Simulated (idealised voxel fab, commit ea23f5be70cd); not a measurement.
Process module, titled voxel released beams
Section cut is 160 nm wide and gridded with 5 nm square cells.
Format of a cross-section: grid, square cells. Given as bands. Order: top down. Band: one or more rows of cells. Band: top and bottom heights (nm) first, top before bottom; then materials from left to right, widths in nm. "edge to edge" marks a sole material filling the band edge to edge. "air" denotes empty space. Below 0: as-received wafer, all one material; heights counted from there. Lowest band: no bottom, goes on down, written "0 -> down". The notation "30 to 40" denotes a width that varies across the rows of cells in the band, beginning at the first number in the top row, finishing at the second number in the bottom row, and changing by an identical amount from each row to the next. Step note "changes: none" = no cross-section cell changed. Empty spaces without an open route to the top, at least 8 cells in extent, make up the entry "Unvented cavities"; each is given as width x height at distance, where the distance is measured from the left edge, and all are in nm. Anything after a step's settings on that line? It's the simulator's own note about the step. "overlay nm" answers the question of how far to the right of plan the mask lay on a step that has a mask, and when it is negative the answer is to the left.
[Listed below are the process steps as planned]
step 1: RECEIVE with material Si
step 2: CONFORMAL_DEP with material Al2O3, thk nm 10
step 3: DIRECTIONAL_DEP with material SiO2, thk nm 20
step 4: PATTERN with tone open, mask id ANCHOR, material resist, width nm 30, thk nm 15, overlay nm 0
step 5: DIRECTIONAL_ETCH with etch materials SiO2, depth nm 20
step 6: STRIP with etch materials resist
step 7: CONFORMAL_DEP with material SiN, thk nm 10
step 8: PATTERN with tone cover, mask id BEAM, material resist, width nm 115, thk nm 20, overlay nm 0
step 9: DIRECTIONAL_ETCH with etch materials SiN, depth nm 10
step 10: STRIP with etch materials resist
step 11: STRIP with etch materials SiO2
[Cross-sectional view of the wafer in its as-received condition, corresponding to the state after step 1]
  0 -> down | Si edge to edge
  Unvented cavities: none
[End state of the module in cross-section, given the above starting point and plan and one mistake in execution]
  30 -> 10 | 25 nm SiO2  30 nm air  105 nm SiO2
  10 -> 0 | Al2O3 edge to edge
  0 -> down | Si edge to edge
  Unvented cavities: none
So what did we get wrong on this run? step 11 did not happen as planned, as run it was STRIP with etch materials SiN
